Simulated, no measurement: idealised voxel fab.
You're looking at the process module voxel self aligned vias.
In the cross-section labelled cut, the width is 290 nm and each square cell is 5 nm.
Just so we're on the same page, the cross-sections are grids of square cells, and they're listed out in bands top to bottom, each band one or more rows deep. Basically the band line says how high the top is and how high the bottom is, in nm, and then what's in it from left to right, every material with its width in nm. Empty space shows up as "empty", and if a single material carries "edge to edge" it runs the full band edge to edge. Height is counted from the level 0, under which the received wafer is composed throughout of one material. The lowest of the bands is not closed at the bottom but continues downward, in the notation "from 0 down". A width given as "30 to 40" starts at the first number in the band's top row and ends at the second number in its bottom row, shifting by an equal amount at every step from row to row. When a step is marked "left unchanged", none of the cells in the cross-section changed during that step. "Closed empty spaces" enumerates empty spaces isolated from the top, with no open way to it, that contain at least 8 cells, giving each as width x height at distance from the left edge, all three in nm. On a step's line, text after the settings is the simulator commenting on that step. The line of a step may include "overlay nm". On a step with a mask, this value is how far to the right of its planned place the mask lay. A negative value means the mask lay to the left. Quick note on how to read the rest: it's all pairs. You get the cross-section before a process step and the one after, but the after one only goes down as far as the lowest band that changed. The step in between, with its settings, sits under the pair. Heads up, the pairs can come from different runs of this module on the same starting wafer, so don't assume a pair picks up from the one above unless its "Cross-section, before" entry says it does.

Cross-section, before
	from 45 to 40: TiN edge to edge
	from 40 to 35: SiCN edge to edge
	from 35 to 0: SiO2 edge to edge
	from 0 down: Si edge to edge
	Closed empty spaces: none

Sectional Result
	from 50 to 45: Ru edge to edge
	Whatever lies below 45 is exactly as it was before.
	Closed empty spaces: none
Which operation links the two cross-sections above? FILL_DEP (material Ru; thk nm 5)

Cross-section, before: Please consult the pair immediately above; the cross-section it shows after its step is the state before this step.

Sectional Result
	from 40 to 35: SiCN edge to edge
	Whatever lies below 35 is exactly as it was before.
	Closed empty spaces: none
Which operation links the two cross-sections above? CMP (height nm 40)

Cross-section, before: Please consult the pair immediately above; the cross-section it shows after its step is the state before this step.

Sectional Result
	from 50 to 40: SiN edge to edge
	Whatever lies below 40 is exactly as it was before.
	Closed empty spaces: none
Which operation links the two cross-sections above? FILL_DEP (material SiN; thk nm 10)

Cross-section, before: Please consult the pair immediately above; the cross-section it shows after its step is the state before this step.

Sectional Result
	from 40 to 35: SiCN edge to edge
	Whatever lies below 35 is exactly as it was before.
	Closed empty spaces: none
Which operation links the two cross-sections above? CMP (height nm 40)

Cross-section, before: Please consult the pair immediately above; the cross-section it shows after its step is the state before this step.

Sectional Result
	from 55 to 40: SiO2 edge to edge
	Whatever lies below 40 is exactly as it was before.
	Closed empty spaces: none
Which operation links the two cross-sections above? DIRECTIONAL_DEP (material SiO2; thk nm 15)

Cross-section, before: Please consult the pair immediately above; the cross-section it shows after its step is the state before this step.

Sectional Result
	from 70 to 55: aC edge to edge
	Whatever lies below 55 is exactly as it was before.
	Closed empty spaces: none
Which operation links the two cross-sections above? DIRECTIONAL_DEP (material aC; thk nm 15)

Cross-section, before: Please consult the pair immediately above; the cross-section it shows after its step is the state before this step.

Sectional Result
	from 105 to 70: 100 resist, then 35 empty, then 20 resist, then 35 empty, then 100 resist
	Whatever lies below 70 is exactly as it was before.
	Closed empty spaces: none
Which operation links the two cross-sections above? PATTERN (tone open; mask id VIAS; material resist; width nm 35; pitch nm 55; thk nm 35; overlay nm 0)

Cross-section, before: Please consult the pair immediately above; the cross-section it shows after its step is the state before this step.

Sectional Result
	from 90 to 70: 100 resist, then 35 empty, then 20 resist, then 35 empty, then 100 resist
	from 70 to 55: 100 aC, then 35 empty, then 20 aC, then 35 empty, then 100 aC
	Whatever lies below 55 is exactly as it was before.
	Closed empty spaces: none
Which operation links the two cross-sections above? DIRECTIONAL_ETCH (etch materials aC; depth nm 15)

Cross-section, before: Please consult the pair immediately above; the cross-section it shows after its step is the state before this step.

Sectional Result
	from 70 to 55: 100 aC, then 35 empty, then 20 aC, then 35 empty, then 100 aC
	Whatever lies below 55 is exactly as it was before.
	Closed empty spaces: none
Which operation links the two cross-sections above? STRIP (etch materials resist)

Cross-section, before: Please consult the pair immediately above; the cross-section it shows after its step is the state before this step.

Sectional Result
	from 70 to 55: 100 aC, then 35 empty, then 20 aC, then 35 empty, then 100 aC
	from 55 to 40: 100 SiO2, then 35 empty, then 20 SiO2, then 35 empty, then 100 SiO2
	Whatever lies below 40 is exactly as it was before.
	Closed empty spaces: none
Which operation links the two cross-sections above? DIRECTIONAL_ETCH (etch materials SiO2; depth nm 15)

Cross-section, before: Please consult the pair immediately above; the cross-section it shows after its step is the state before this step.

Sectional Result
	from 55 to 40: 100 SiO2, then 35 empty, then 20 SiO2, then 35 empty, then 100 SiO2
	Whatever lies below 40 is exactly as it was before.
	Closed empty spaces: none
Which operation links the two cross-sections above? STRIP (etch materials aC)

Cross-section, before: Please consult the pair immediately above; the cross-section it shows after its step is the state before this step.

Sectional Result
	from 60 to 55: 105 TiN, then 25 empty, then 30 TiN, then 25 empty, then 105 TiN
	from 55 to 45: 100 SiO2, then 5 TiN, then 25 empty, then 5 TiN, then 20 SiO2, then 5 TiN, then 25 empty, then 5 TiN, then 100 SiO2
	from 45 to 40: 100 SiO2, then 35 TiN, then 20 SiO2, then 35 TiN, then 100 SiO2
	Whatever lies below 40 is exactly as it was before.
	Closed empty spaces: none
Which operation links the two cross-sections above? CONFORMAL_DEP (material TiN; thk nm 5)

Cross-section, before: Please consult the pair immediately above; the cross-section it shows after its step is the state before this step.

Sectional Result
	from 65 to 60: Ru edge to edge
	from 60 to 55: 105 TiN, then 25 Ru, then 30 TiN, then 25 Ru, then 105 TiN
	from 55 to 45: 100 SiO2, then 5 TiN, then 25 Ru, then 5 TiN, then 20 SiO2, then 5 TiN, then 25 Ru, then 5 TiN, then 100 SiO2
	Whatever lies below 45 is exactly as it was before.
	Closed empty spaces: none
Which operation links the two cross-sections above? FILL_DEP (material Ru; thk nm 5)

Cross-section, before: Please consult the pair immediately above; the cross-section it shows after its step is the state before this step.

Sectional Result
	from 55 to 45: 100 SiO2, then 5 TiN, then 25 Ru, then 5 TiN, then 20 SiO2, then 5 TiN, then 25 Ru, then 5 TiN, then 100 SiO2
	Whatever lies below 45 is exactly as it was before.
	Closed empty spaces: none
Which operation links the two cross-sections above? CMP (height nm 55)

Cross-section, before: Please consult the pair immediately above; the cross-section it shows after its step is the state before this step.

Sectional Result
	from 60 to 55: SiCN edge to edge
	Whatever lies below 55 is exactly as it was before.
	Closed empty spaces: none
Which operation links the two cross-sections above? CONFORMAL_DEP (material SiCN; thk nm 5)

Cross-section, before
	from 50 to 45: Ru edge to edge
	from 45 to 40: 110 TiN, then 15 Ru, then 40 TiN, then 15 Ru, then 110 TiN
	from 40 to 25: 105 SiO2, then 5 TiN, then 15 Ru, then 5 TiN, then 30 SiO2, then 5 TiN, then 15 Ru, then 5 TiN, then 105 SiO2
	from 25 to 20: 105 SiO2, then 25 TiN, then 30 SiO2, then 25 TiN, then 105 SiO2
	from 20 to 15: SiCN edge to edge
	from 15 to 0: SiO2 edge to edge
	from 0 down: Si edge to edge
	Closed empty spaces: none

Sectional Result
	from 35 to 25: 105 SiO2, then 5 TiN, then 15 Ru, then 5 TiN, then 30 SiO2, then 5 TiN, then 15 Ru, then 5 TiN, then 105 SiO2
	Whatever lies below 25 is exactly as it was before.
	Closed empty spaces: none
Which operation links the two cross-sections above? CMP (height nm 35)

Cross-section, before: Please consult the pair immediately above; the cross-section it shows after its step is the state before this step.

Sectional Result
	from 35 to 25: 105 SiO2, then 25 empty, then 30 SiO2, then 25 empty, then 105 SiO2
	Whatever lies below 25 is exactly as it was before.
	Closed empty spaces: none
Which operation links the two cross-sections above? SELECTIVE_ETCH (etch materials W Ru TiN; depth nm 10)

Cross-section, before: Please consult the pair immediately above; the cross-section it shows after its step is the state before this step.

Sectional Result
	from 45 to 35: SiN edge to edge
	from 35 to 25: 105 SiO2, then 25 SiN, then 30 SiO2, then 25 SiN, then 105 SiO2
	Whatever lies below 25 is exactly as it was before.
	Closed empty spaces: none
Which operation links the two cross-sections above? FILL_DEP (material SiN; thk nm 10)

Cross-section, before: Please consult the pair immediately above; the cross-section it shows after its step is the state before this step.

Sectional Result
	from 40 to 35: SiN edge to edge
	Whatever lies below 35 is exactly as it was before.
	Closed empty spaces: none
Which operation links the two cross-sections above? CMP (height nm 40)

Cross-section, before: Please consult the pair immediately above; the cross-section it shows after its step is the state before this step.

Sectional Result
	from 55 to 40: SiO2 edge to edge
	Whatever lies below 40 is exactly as it was before.
	Closed empty spaces: none
Which operation links the two cross-sections above? DIRECTIONAL_DEP (material SiO2; thk nm 15)

Cross-section, before: Please consult the pair immediately above; the cross-section it shows after its step is the state before this step.

Sectional Result
	from 70 to 55: aC edge to edge
	Whatever lies below 55 is exactly as it was before.
	Closed empty spaces: none
Which operation links the two cross-sections above? DIRECTIONAL_DEP (material aC; thk nm 15)

Cross-section, before: Please consult the pair immediately above; the cross-section it shows after its step is the state before this step.

Sectional Result
	from 105 to 70: 100 resist, then 35 empty, then 20 resist, then 35 empty, then 100 resist
	Whatever lies below 70 is exactly as it was before.
	Closed empty spaces: none
Which operation links the two cross-sections above? PATTERN (tone open; mask id VIAS; material resist; width nm 35; pitch nm 55; thk nm 35; overlay nm 0)

Cross-section, before: Please consult the pair immediately above; the cross-section it shows after its step is the state before this step.

Sectional Result
	from 90 to 70: 100 resist, then 35 empty, then 20 resist, then 35 empty, then 100 resist
	from 70 to 55: 100 aC, then 35 empty, then 20 aC, then 35 empty, then 100 aC
	Whatever lies below 55 is exactly as it was before.
	Closed empty spaces: none
Which operation links the two cross-sections above? DIRECTIONAL_ETCH (etch materials aC; depth nm 15)

Cross-section, before: Please consult the pair immediately above; the cross-section it shows after its step is the state before this step.

Sectional Result
	from 70 to 55: 100 aC, then 35 empty, then 20 aC, then 35 empty, then 100 aC
	Whatever lies below 55 is exactly as it was before.
	Closed empty spaces: none
Which operation links the two cross-sections above? STRIP (etch materials resist)

Cross-section, before: Please consult the pair immediately above; the cross-section it shows after its step is the state before this step.

Sectional Result
	from 70 to 55: 100 aC, then 35 empty, then 20 aC, then 35 empty, then 100 aC
	from 55 to 40: 100 SiO2, then 35 empty, then 20 SiO2, then 35 empty, then 100 SiO2
	Whatever lies below 40 is exactly as it was before.
	Closed empty spaces: none
Which operation links the two cross-sections above? DIRECTIONAL_ETCH (etch materials SiO2; depth nm 15)

Cross-section, before: Please consult the pair immediately above; the cross-section it shows after its step is the state before this step.

Sectional Result
	from 70 to 55: 100 aC, then 35 empty, then 20 aC, then 35 empty, then 100 aC
	from 55 to 40: 100 SiO2, then 35 empty, then 20 SiO2, then 35 empty, then 100 SiO2
	from 40 to 35: 100 SiN, then 35 empty, then 20 SiN, then 35 empty, then 100 SiN
	from 35 to 30: 105 SiO2, then 25 empty, then 30 SiO2, then 25 empty, then 105 SiO2
	Whatever lies below 30 is exactly as it was before.
	Closed empty spaces: none
Which operation links the two cross-sections above? DIRECTIONAL_ETCH (etch materials SiN; depth nm 10)

Cross-section, before: Please consult the pair immediately above; the cross-section it shows after its step is the state before this step.

Sectional Result
	from 55 to 40: 100 SiO2, then 35 empty, then 20 SiO2, then 35 empty, then 100 SiO2
	Whatever lies below 40 is exactly as it was before.
	Closed empty spaces: none
Which operation links the two cross-sections above? STRIP (etch materials aC)

Cross-section, before: Please consult the pair immediately above; the cross-section it shows after its step is the state before this step.

Sectional Result
	from 60 to 55: 105 TiN, then 25 empty, then 30 TiN, then 25 empty, then 105 TiN
	from 55 to 40: 100 SiO2, then 5 TiN, then 25 empty, then 5 TiN, then 20 SiO2, then 5 TiN, then 25 empty, then 5 TiN, then 100 SiO2
	from 40 to 35: 100 SiN, then 10 TiN, then 15 empty, then 10 TiN, then 20 SiN, then 10 TiN, then 15 empty, then 10 TiN, then 100 SiN
	from 35 to 30: 105 SiO2, then 25 TiN, then 30 SiO2, then 25 TiN, then 105 SiO2
	Whatever lies below 30 is exactly as it was before.
	Closed empty spaces: none
Which operation links the two cross-sections above? CONFORMAL_DEP (material TiN; thk nm 5)

Cross-section, before: Please consult the pair immediately above; the cross-section it shows after its step is the state before this step.

Sectional Result
	from 65 to 60: Ru edge to edge
	from 60 to 55: 105 TiN, then 25 Ru, then 30 TiN, then 25 Ru, then 105 TiN
	from 55 to 40: 100 SiO2, then 5 TiN, then 25 Ru, then 5 TiN, then 20 SiO2, then 5 TiN, then 25 Ru, then 5 TiN, then 100 SiO2
	from 40 to 35: 100 SiN, then 10 TiN, then 15 Ru, then 10 TiN, then 20 SiN, then 10 TiN, then 15 Ru, then 10 TiN, then 100 SiN
	Whatever lies below 35 is exactly as it was before.
	Closed empty spaces: none
Which operation links the two cross-sections above? FILL_DEP (material Ru; thk nm 5)

Cross-section, before: Please consult the pair immediately above; the cross-section it shows after its step is the state before this step.

Sectional Result
	from 55 to 40: 100 SiO2, then 5 TiN, then 25 Ru, then 5 TiN, then 20 SiO2, then 5 TiN, then 25 Ru, then 5 TiN, then 100 SiO2
	Whatever lies below 40 is exactly as it was before.
	Closed empty spaces: none
Which operation links the two cross-sections above? CMP (height nm 55)

Cross-section, before: Please consult the pair immediately above; the cross-section it shows after its step is the state before this step.

Sectional Result
	from 60 to 55: SiCN edge to edge
	Whatever lies below 55 is exactly as it was before.
	Closed empty spaces: none
Which operation links the two cross-sections above? CONFORMAL_DEP (material SiCN; thk nm 5)

Cross-section, before
	from 70 to 55: aC edge to edge
	from 55 to 40: SiO2 edge to edge
	from 40 to 30: 105 SiO2, then 25 SiN, then 30 SiO2, then 25 SiN, then 105 SiO2
	from 30 to 25: 105 SiO2, then 5 TiN, then 15 Ru, then 5 TiN, then 30 SiO2, then 5 TiN, then 15 Ru, then 5 TiN, then 105 SiO2
	from 25 to 20: 105 SiO2, then 25 TiN, then 30 SiO2, then 25 TiN, then 105 SiO2
	from 20 to 15: SiCN edge to edge
	from 15 to 0: SiO2 edge to edge
	from 0 down: Si edge to edge
	Closed empty spaces: none

Sectional Result
	from 105 to 70: 105 resist, then 30 empty, then 25 resist, then 30 empty, then 100 resist
	Whatever lies below 70 is exactly as it was before.
	Closed empty spaces: none
Which operation links the two cross-sections above? PATTERN (tone open; mask id VIAS; material resist; width nm 30; pitch nm 55; thk nm 35; overlay nm 0)

Cross-section, before: Please consult the pair immediately above; the cross-section it shows after its step is the state before this step.

Sectional Result
	from 90 to 70: 105 resist, then 30 empty, then 25 resist, then 30 empty, then 100 resist
	from 70 to 55: 105 aC, then 30 empty, then 25 aC, then 30 empty, then 100 aC
	Whatever lies below 55 is exactly as it was before.
	Closed empty spaces: none
Which operation links the two cross-sections above? DIRECTIONAL_ETCH (etch materials aC; depth nm 15)

Cross-section, before: Please consult the pair immediately above; the cross-section it shows after its step is the state before this step.

Sectional Result
	from 70 to 55: 105 aC, then 30 empty, then 25 aC, then 30 empty, then 100 aC
	Whatever lies below 55 is exactly as it was before.
	Closed empty spaces: none
Which operation links the two cross-sections above? STRIP (etch materials resist)

Cross-section, before: Please consult the pair immediately above; the cross-section it shows after its step is the state before this step.

Sectional Result
	from 70 to 55: 105 aC, then 30 empty, then 25 aC, then 30 empty, then 100 aC
	from 55 to 40: 105 SiO2, then 30 empty, then 25 SiO2, then 30 empty, then 100 SiO2
	Whatever lies below 40 is exactly as it was before.
	Closed empty spaces: none
Which operation links the two cross-sections above? DIRECTIONAL_ETCH (etch materials SiO2; depth nm 15)

Cross-section, before: Please consult the pair immediately above; the cross-section it shows after its step is the state before this step.

Sectional Result
	from 70 to 55: 105 aC, then 30 empty, then 25 aC, then 30 empty, then 100 aC
	from 55 to 40: 105 SiO2, then 30 empty, then 25 SiO2, then 30 empty, then 100 SiO2
	from 40 to 30: 105 SiO2, then 25 empty, then 30 SiO2, then 25 empty, then 105 SiO2
	Whatever lies below 30 is exactly as it was before.
	Closed empty spaces: none
Which operation links the two cross-sections above? DIRECTIONAL_ETCH (etch materials SiN; depth nm 10)

Cross-section, before: Please consult the pair immediately above; the cross-section it shows after its step is the state before this step.

Sectional Result
	from 55 to 40: 105 SiO2, then 30 empty, then 25 SiO2, then 30 empty, then 100 SiO2
	Whatever lies below 40 is exactly as it was before.
	Closed empty spaces: none
Which operation links the two cross-sections above? STRIP (etch materials aC)

Cross-section, before: Please consult the pair immediately above; the cross-section it shows after its step is the state before this step.

Sectional Result
	from 60 to 55: 110 TiN, then 20 empty, then 35 TiN, then 20 empty, then 105 TiN
	from 55 to 45: 105 SiO2, then 5 TiN, then 20 empty, then 5 TiN, then 25 SiO2, then 5 TiN, then 20 empty, then 5 TiN, then 100 SiO2
	from 45 to 35: 105 SiO2, then 5 TiN, then 15 empty, then 10 to 5 TiN, then 25 to 30 SiO2, then 5 TiN, then 15 empty, then 10 to 5 TiN, then 100 to 105 SiO2
	from 35 to 30: 105 SiO2, then 25 TiN, then 30 SiO2, then 25 TiN, then 105 SiO2
	Whatever lies below 30 is exactly as it was before.
	Closed empty spaces: none
Which operation links the two cross-sections above? CONFORMAL_DEP (material TiN; thk nm 5)

Cross-section, before: Please consult the pair immediately above; the cross-section it shows after its step is the state before this step.

Sectional Result
	from 65 to 60: Ru edge to edge
	from 60 to 55: 110 TiN, then 20 Ru, then 35 TiN, then 20 Ru, then 105 TiN
	from 55 to 45: 105 SiO2, then 5 TiN, then 20 Ru, then 5 TiN, then 25 SiO2, then 5 TiN, then 20 Ru, then 5 TiN, then 100 SiO2
	from 45 to 35: 105 SiO2, then 5 TiN, then 15 Ru, then 10 to 5 TiN, then 25 to 30 SiO2, then 5 TiN, then 15 Ru, then 10 to 5 TiN, then 100 to 105 SiO2
	Whatever lies below 35 is exactly as it was before.
	Closed empty spaces: none
Which operation links the two cross-sections above? FILL_DEP (material Ru; thk nm 5)

Cross-section, before: Please consult the pair immediately above; the cross-section it shows after its step is the state before this step.

Sectional Result
	from 55 to 45: 105 SiO2, then 5 TiN, then 20 Ru, then 5 TiN, then 25 SiO2, then 5 TiN, then 20 Ru, then 5 TiN, then 100 SiO2
	Whatever lies below 45 is exactly as it was before.
	Closed empty spaces: none
Which operation links the two cross-sections above? CMP (height nm 55)

Cross-section, before: Please consult the pair immediately above; the cross-section it shows after its step is the state before this step.

Sectional Result
	from 60 to 55: SiCN edge to edge
	Whatever lies below 55 is exactly as it was before.
	Closed empty spaces: none
Which operation links the two cross-sections above? CONFORMAL_DEP (material SiCN; thk nm 5)

Cross-section, before
	from 70 to 55: aC edge to edge
	from 55 to 40: SiO2 edge to edge
	from 40 to 30: 105 SiO2, then 25 SiN, then 30 SiO2, then 25 SiN, then 105 SiO2
	from 30 to 25: 105 SiO2, then 5 TiN, then 15 Ru, then 5 TiN, then 30 SiO2, then 5 TiN, then 15 Ru, then 5 TiN, then 105 SiO2
	from 25 to 20: 105 SiO2, then 25 TiN, then 30 SiO2, then 25 TiN, then 105 SiO2
	from 20 to 15: SiCN edge to edge
	from 15 to 0: SiO2 edge to edge
	from 0 down: Si edge to edge
	Closed empty spaces: none

Sectional Result
	from 105 to 70: 105 resist, then 35 empty, then 20 resist, then 35 empty, then 95 resist
	Whatever lies below 70 is exactly as it was before.
	Closed empty spaces: none
Which operation links the two cross-sections above? PATTERN (tone open; mask id VIAS; material resist; width nm 35; pitch nm 55; thk nm 35; overlay nm 5)

Cross-section, before: Please consult the pair immediately above; the cross-section it shows after its step is the state before this step.

Sectional Result
	from 90 to 70: 105 resist, then 35 empty, then 20 resist, then 35 empty, then 95 resist
	from 70 to 55: 105 aC, then 35 empty, then 20 aC, then 35 empty, then 95 aC
	Whatever lies below 55 is exactly as it was before.
	Closed empty spaces: none
Which operation links the two cross-sections above? DIRECTIONAL_ETCH (etch materials aC; depth nm 15)

Cross-section, before: Please consult the pair immediately above; the cross-section it shows after its step is the state before this step.

Sectional Result
	from 70 to 55: 105 aC, then 35 empty, then 20 aC, then 35 empty, then 95 aC
	Whatever lies below 55 is exactly as it was before.
	Closed empty spaces: none
Which operation links the two cross-sections above? STRIP (etch materials resist)

Cross-section, before: Please consult the pair immediately above; the cross-section it shows after its step is the state before this step.

Sectional Result
	from 70 to 55: 105 aC, then 35 empty, then 20 aC, then 35 empty, then 95 aC
	from 55 to 40: 105 SiO2, then 35 empty, then 20 SiO2, then 35 empty, then 95 SiO2
	Whatever lies below 40 is exactly as it was before.
	Closed empty spaces: none
Which operation links the two cross-sections above? DIRECTIONAL_ETCH (etch materials SiO2; depth nm 15)

Cross-section, before: Please consult the pair immediately above; the cross-section it shows after its step is the state before this step.

Sectional Result
	from 70 to 55: 105 aC, then 35 empty, then 20 aC, then 35 empty, then 95 aC
	from 55 to 40: 105 SiO2, then 35 empty, then 20 SiO2, then 35 empty, then 95 SiO2
	from 40 to 30: 105 SiO2, then 25 empty, then 30 SiO2, then 25 empty, then 105 SiO2
	Whatever lies below 30 is exactly as it was before.
	Closed empty spaces: none
Which operation links the two cross-sections above? DIRECTIONAL_ETCH (etch materials SiN; depth nm 10)

Cross-section, before: Please consult the pair immediately above; the cross-section it shows after its step is the state before this step.

Sectional Result
	from 55 to 40: 105 SiO2, then 35 empty, then 20 SiO2, then 35 empty, then 95 SiO2
	Whatever lies below 40 is exactly as it was before.
	Closed empty spaces: none
Which operation links the two cross-sections above? STRIP (etch materials aC)

Cross-section, before: Please consult the pair immediately above; the cross-section it shows after its step is the state before this step.

Sectional Result
	from 60 to 55: 110 TiN, then 25 empty, then 30 TiN, then 25 empty, then 100 TiN
	from 55 to 45: 105 SiO2, then 5 TiN, then 25 empty, then 5 TiN, then 20 SiO2, then 5 TiN, then 25 empty, then 5 TiN, then 95 SiO2
	from 45 to 35: 105 SiO2, then 5 TiN, then 15 empty, then 15 to 5 TiN, then 20 to 30 SiO2, then 5 TiN, then 15 empty, then 15 to 5 TiN, then 95 to 105 SiO2
	from 35 to 30: 105 SiO2, then 25 TiN, then 30 SiO2, then 25 TiN, then 105 SiO2
	Whatever lies below 30 is exactly as it was before.
	Closed empty spaces: none
Which operation links the two cross-sections above? CONFORMAL_DEP (material TiN; thk nm 5)

Cross-section, before: Please consult the pair immediately above; the cross-section it shows after its step is the state before this step.

Sectional Result
	from 65 to 60: Ru edge to edge
	from 60 to 55: 110 TiN, then 25 Ru, then 30 TiN, then 25 Ru, then 100 TiN
	from 55 to 45: 105 SiO2, then 5 TiN, then 25 Ru, then 5 TiN, then 20 SiO2, then 5 TiN, then 25 Ru, then 5 TiN, then 95 SiO2
	from 45 to 35: 105 SiO2, then 5 TiN, then 15 Ru, then 15 to 5 TiN, then 20 to 30 SiO2, then 5 TiN, then 15 Ru, then 15 to 5 TiN, then 95 to 105 SiO2
	Whatever lies below 35 is exactly as it was before.
	Closed empty spaces: none
Which operation links the two cross-sections above? FILL_DEP (material Ru; thk nm 5)

Cross-section, before: Please consult the pair immediately above; the cross-section it shows after its step is the state before this step.

Sectional Result
	from 55 to 45: 105 SiO2, then 5 TiN, then 25 Ru, then 5 TiN, then 20 SiO2, then 5 TiN, then 25 Ru, then 5 TiN, then 95 SiO2
	Whatever lies below 45 is exactly as it was before.
	Closed empty spaces: none
Which operation links the two cross-sections above? CMP (height nm 55)

Cross-section, before: Please consult the pair immediately above; the cross-section it shows after its step is the state before this step.

Sectional Result
	from 60 to 55: SiCN edge to edge
	Whatever lies below 55 is exactly as it was before.
	Closed empty spaces: none
Which operation links the two cross-sections above? CONFORMAL_DEP (material SiCN; thk nm 5)

Cross-section, before
	from 55 to 40: 100 SiO2, then 35 empty, then 20 SiO2, then 35 empty, then 100 SiO2
	from 40 to 30: 105 SiO2, then 25 empty, then 30 SiO2, then 25 empty, then 105 SiO2
	from 30 to 25: 105 SiO2, then 5 TiN, then 15 Ru, then 5 TiN, then 30 SiO2, then 5 TiN, then 15 Ru, then 5 TiN, then 105 SiO2
	from 25 to 20: 105 SiO2, then 25 TiN, then 30 SiO2, then 25 TiN, then 105 SiO2
	from 20 to 15: SiCN edge to edge
	from 15 to 0: SiO2 edge to edge
	from 0 down: Si edge to edge
	Closed empty spaces: none

Sectional Result
	from 60 to 55: 105 aC, then 25 empty, then 30 aC, then 25 empty, then 105 aC
	from 55 to 45: 100 SiO2, then 5 aC, then 25 empty, then 5 aC, then 20 SiO2, then 5 aC, then 25 empty, then 5 aC, then 100 SiO2
	from 45 to 35: 100 to 105 SiO2, then 10 to 5 aC, then 15 empty, then 10 to 5 aC, then 20 to 30 SiO2, then 10 to 5 aC, then 15 empty, then 10 to 5 aC, then 100 to 105 SiO2
	from 35 to 30: 105 SiO2, then 25 aC, then 30 SiO2, then 25 aC, then 105 SiO2
	Whatever lies below 30 is exactly as it was before.
	Closed empty spaces: none
Which operation links the two cross-sections above? CONFORMAL_DEP (material aC; thk nm 5)

Cross-section, before: Please consult the pair immediately above; the cross-section it shows after its step is the state before this step.

Sectional Result
	from 65 to 60: Ru edge to edge
	from 60 to 55: 105 aC, then 25 Ru, then 30 aC, then 25 Ru, then 105 aC
	from 55 to 45: 100 SiO2, then 5 aC, then 25 Ru, then 5 aC, then 20 SiO2, then 5 aC, then 25 Ru, then 5 aC, then 100 SiO2
	from 45 to 35: 100 to 105 SiO2, then 10 to 5 aC, then 15 Ru, then 10 to 5 aC, then 20 to 30 SiO2, then 10 to 5 aC, then 15 Ru, then 10 to 5 aC, then 100 to 105 SiO2
	Whatever lies below 35 is exactly as it was before.
	Closed empty spaces: none
Which operation links the two cross-sections above? FILL_DEP (material Ru; thk nm 5)

Cross-section, before: Please consult the pair immediately above; the cross-section it shows after its step is the state before this step.

Sectional Result
	from 55 to 45: 100 SiO2, then 5 aC, then 25 Ru, then 5 aC, then 20 SiO2, then 5 aC, then 25 Ru, then 5 aC, then 100 SiO2
	Whatever lies below 45 is exactly as it was before.
	Closed empty spaces: none
Which operation links the two cross-sections above? CMP (height nm 55)

Cross-section, before: Please consult the pair immediately above; the cross-section it shows after its step is the state before this step.

Sectional Result
	from 60 to 55: SiCN edge to edge
	Whatever lies below 55 is exactly as it was before.
	Closed empty spaces: none
Which operation links the two cross-sections above? CONFORMAL_DEP (material SiCN; thk nm 5)

Cross-section, before
	from 40 to 20: SiO2 edge to edge
	from 20 to 15: SiCN edge to edge
	from 15 to 0: SiO2 edge to edge
	from 0 down: Si edge to edge
	Closed empty spaces: none

Sectional Result
	from 55 to 40: 105 empty, then 25 resist, then 30 empty, then 25 resist, then 105 empty
	Whatever lies below 40 is exactly as it was before.
	Closed empty spaces: none
Which operation links the two cross-sections above? PATTERN (tone cover; mask id LINES; material resist; width nm 25; pitch nm 55; thk nm 15; overlay nm 0)

Cross-section, before: Please consult the pair immediately above; the cross-section it shows after its step is the state before this step.

Sectional Result
	from 55 to 40: 105 empty, then 25 resist, then 30 empty, then 25 resist, then 105 empty
	from 40 to 20: 105 empty, then 25 SiO2, then 30 empty, then 25 SiO2, then 105 empty
	Whatever lies below 20 is exactly as it was before.
	Closed empty spaces: none
Which operation links the two cross-sections above? DIRECTIONAL_ETCH (etch materials SiO2; depth nm 20)

Cross-section, before: Please consult the pair immediately above; the cross-section it shows after its step is the state before this step.

Sectional Result
	from 40 to 20: 105 empty, then 25 SiO2, then 30 empty, then 25 SiO2, then 105 empty
	Whatever lies below 20 is exactly as it was before.
	Closed empty spaces: none
Which operation links the two cross-sections above? STRIP (etch materials resist)

Cross-section, before: Please consult the pair immediately above; the cross-section it shows after its step is the state before this step.

Sectional Result
	from 45 to 40: 100 empty, then 35 TiN, then 20 empty, then 35 TiN, then 100 empty
	from 40 to 25: 100 empty, then 5 TiN, then 25 SiO2, then 5 TiN, then 20 empty, then 5 TiN, then 25 SiO2, then 5 TiN, then 100 empty
	from 25 to 20: 105 TiN, then 25 SiO2, then 30 TiN, then 25 SiO2, then 105 TiN
	Whatever lies below 20 is exactly as it was before.
	Closed empty spaces: none
Which operation links the two cross-sections above? CONFORMAL_DEP (material TiN; thk nm 5)

Cross-section, before: Please consult the pair immediately above; the cross-section it shows after its step is the state before this step.

Sectional Result
	from 50 to 45: Ru edge to edge
	from 45 to 40: 100 Ru, then 35 TiN, then 20 Ru, then 35 TiN, then 100 Ru
	from 40 to 25: 100 Ru, then 5 TiN, then 25 SiO2, then 5 TiN, then 20 Ru, then 5 TiN, then 25 SiO2, then 5 TiN, then 100 Ru
	Whatever lies below 25 is exactly as it was before.
	Closed empty spaces: none
Which operation links the two cross-sections above? FILL_DEP (material Ru; thk nm 5)

Cross-section, before: Please consult the pair immediately above; the cross-section it shows after its step is the state before this step.

Sectional Result
	from 40 to 25: 100 Ru, then 5 TiN, then 25 SiO2, then 5 TiN, then 20 Ru, then 5 TiN, then 25 SiO2, then 5 TiN, then 100 Ru
	Whatever lies below 25 is exactly as it was before.
	Closed empty spaces: none
Which operation links the two cross-sections above? CMP (height nm 40)

Cross-section, before: Please consult the pair immediately above; the cross-section it shows after its step is the state before this step.

Sectional Result
	from 40 to 30: 105 empty, then 25 SiO2, then 30 empty, then 25 SiO2, then 105 empty
	Whatever lies below 30 is exactly as it was before.
	Closed empty spaces: none
Which operation links the two cross-sections above? SELECTIVE_ETCH (etch materials W Ru TiN; depth nm 10)

Cross-section, before: Please consult the pair immediately above; the cross-section it shows after its step is the state before this step.

Sectional Result
	from 50 to 40: SiN edge to edge
	from 40 to 30: 105 SiN, then 25 SiO2, then 30 SiN, then 25 SiO2, then 105 SiN
	Whatever lies below 30 is exactly as it was before.
	Closed empty spaces: none
Which operation links the two cross-sections above? FILL_DEP (material SiN; thk nm 10)

Cross-section, before: Please consult the pair immediately above; the cross-section it shows after its step is the state before this step.

Sectional Result
	from 40 to 30: 105 SiN, then 25 SiO2, then 30 SiN, then 25 SiO2, then 105 SiN
	Whatever lies below 30 is exactly as it was before.
	Closed empty spaces: none
Which operation links the two cross-sections above? CMP (height nm 40)

Cross-section, before: Please consult the pair immediately above; the cross-section it shows after its step is the state before this step.

Sectional Result
	from 55 to 40: SiO2 edge to edge
	Whatever lies below 40 is exactly as it was before.
	Closed empty spaces: none
Which operation links the two cross-sections above? DIRECTIONAL_DEP (material SiO2; thk nm 15)

Cross-section, before: Please consult the pair immediately above; the cross-section it shows after its step is the state before this step.

Sectional Result
	from 70 to 55: aC edge to edge
	Whatever lies below 55 is exactly as it was before.
	Closed empty spaces: none
Which operation links the two cross-sections above? DIRECTIONAL_DEP (material aC; thk nm 15)
